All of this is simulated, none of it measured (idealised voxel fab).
process module | voxel self aligned contacts
cross-section cut | 265 nm wide | cells 5 nm
A cross-section is a grid of square cells, given in bands from the top down. A band is one or more rows of cells.
Each band's line starts with the height of the band's top and of its bottom, in nm. Then come its materials from left to right, each with its width in nm. One material with "throughout" fills the band from edge to edge. "air" is empty space.
Height 0 is the level under which the wafer as received is all one material. The lowest band goes on downwards, as in "0 down".
A width such as "30 to 40" changes by the same amount from each row of cells to the next, from the band's top row to its bottom row.
"no change" after a step means that no cell of the cross-section changed.
closed voids: empty space of 8 cells or more with no open way to the top, each as width x height at its distance from the left edge, in nm
after a step's settings: what the simulator itself notes on the step
overlay nm, on a step with a mask: how far to the right of its planned place the mask lay; to the left if negative
plan
1 op RECEIVE | material Si
2 op CONFORMAL_DEP | material SiO2 | thk nm 5
3 op DIRECTIONAL_DEP | material polySi | thk nm 30
4 op DIRECTIONAL_DEP | material SiN | thk nm 15
5 op DIRECTIONAL_DEP | material aC | thk nm 15
6 op PATTERN | tone cover | mask id GATE | material resist | width nm 25 | pitch nm 50 | thk nm 30 | overlay nm 0
7 op DIRECTIONAL_ETCH | etch materials aC | depth nm 15
8 op STRIP | etch materials resist
9 op DIRECTIONAL_ETCH | etch materials SiN | depth nm 15
10 op DIRECTIONAL_ETCH | etch materials polySi | depth nm 30
11 op STRIP | etch materials aC
12 op CONFORMAL_DEP | material SiN | thk nm 5
13 op DIRECTIONAL_ETCH | etch materials SiN | depth nm 5
14 op FILL_DEP | material SiO2 | thk nm 15
15 op CMP | height nm 55
16 op DIRECTIONAL_DEP | material aC | thk nm 10
17 op PATTERN | tone open | mask id CONTACT | material resist | width nm 35 | thk nm 30 | overlay nm 0
18 op DIRECTIONAL_ETCH | etch materials aC | depth nm 10
19 op STRIP | etch materials resist
20 op DIRECTIONAL_ETCH | etch materials SiO2 | depth nm 55
21 op STRIP | etch materials aC
22 op CONFORMAL_DEP | material TiN | thk nm 5
23 op FILL_DEP | material W | thk nm 5
24 op CMP | height nm 55
25 op CONFORMAL_DEP | material SiN | thk nm 5
as received, after step 1
  0 down: Si throughout
  closed voids: none
a wafer at the end: this start, this plan, one mistake
  60 to 55: SiN throughout
  55 to 45: SiO2 115 | TiN 5 to 10 | W 25 to 15 | TiN 5 to 10 | SiO2 115
  45 to 35: SiO2 95 | SiN 25 | TiN 5 | W 15 | TiN 5 | SiN 25 | SiO2 95
  35 to 5: SiO2 95 | polySi 25 | TiN 5 | W 15 | TiN 5 | polySi 25 | SiO2 95
  5 to 0: SiO2 120 | TiN 25 | SiO2 120
  0 down: Si throughout
  closed voids: none
what went wrong: step 12 was left out
